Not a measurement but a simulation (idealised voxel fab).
process module | voxel ribs on slabs
cross-section cut | 250 nm wide | cells 5 nm
A cross-section is a grid of square cells, given in bands from the top down. A band is one or more rows of cells.
Each band's line starts with the height of the band's top and of its bottom, in nm. Then come its materials from left to right, each with its width in nm. One material with "throughout" fills the band from edge to edge. "air" is empty space.
Height 0 is the level under which the wafer as received is all one material. The lowest band goes on downwards, as in "0 down".
A width such as "30 to 40" changes by the same amount from each row of cells to the next, from the band's top row to its bottom row.
"no change" after a step means that no cell of the cross-section changed.
closed voids: empty space of 8 cells or more with no open way to the top, each as width x height at its distance from the left edge, in nm
after a step's settings: what the simulator itself notes on the step
overlay nm, on a step with a mask: how far to the right of its planned place the mask lay; to the left if negative
plan
1 op RECEIVE | material Si
2 op DIRECTIONAL_DEP | material SiO2 | thk nm 30
3 op DIRECTIONAL_DEP | material SiN | thk nm 15
4 op PATTERN | tone cover | mask id RIB | material resist | width nm 25 | thk nm 15 | overlay nm 0
5 op DIRECTIONAL_ETCH | etch materials SiN | depth nm 5
6 op STRIP | etch materials resist
7 op MASKED_ETCH | tone cover | mask id SLAB | width nm 75 | etch materials SiN | depth nm 10 | overlay nm 0
8 op FILL_DEP | material SiO2 | thk nm 25
9 op CMP | height nm 60
10 op DIRECTIONAL_DEP | material TiN | thk nm 10
11 op DIRECTIONAL_DEP | material aC | thk nm 10
12 op PATTERN | tone cover | mask id HEATER | material resist | width nm 35 | thk nm 30 | overlay nm 0
13 op DIRECTIONAL_ETCH | etch materials aC | depth nm 10
14 op STRIP | etch materials resist
15 op DIRECTIONAL_ETCH | etch materials TiN | depth nm 10
16 op STRIP | etch materials aC
17 op CONFORMAL_DEP | material SiN | thk nm 5
as received, after step 1
  0 down: Si throughout
  closed voids: none
first wafer at the end, as planned
  75 to 70: air 100 | SiN 45 | air 105
  70 to 65: air 100 | SiN 5 | TiN 35 | SiN 5 | air 105
  65 to 60: SiN 105 | TiN 35 | SiN 110
  60 to 45: SiO2 throughout
  45 to 40: SiO2 110 | SiN 25 | SiO2 115
  40 to 30: SiO2 85 | SiN 75 | SiO2 90
  30 to 0: SiO2 throughout
  0 down: Si throughout
  closed voids: none
second wafer at the end: like start, like plan, one mistake
  75 to 70: air 100 | SiN 45 | air 105
  70 to 65: air 100 | SiN 5 | TiN 35 | SiN 5 | air 105
  65 to 60: SiN 105 | TiN 35 | SiN 110
  60 to 45: SiO2 throughout
  45 to 40: SiO2 110 | SiN 25 | SiO2 115
  40 to 30: SiO2 80 | SiN 75 | SiO2 95
  30 to 0: SiO2 throughout
  0 down: Si throughout
  closed voids: none
what went wrong: step 7 ran as: op MASKED_ETCH | tone cover | mask id SLAB | width nm 75 | etch materials SiN | depth nm 10 | overlay nm -5
at the end the second wafer has, in cells: as many of each material as the first, in other places
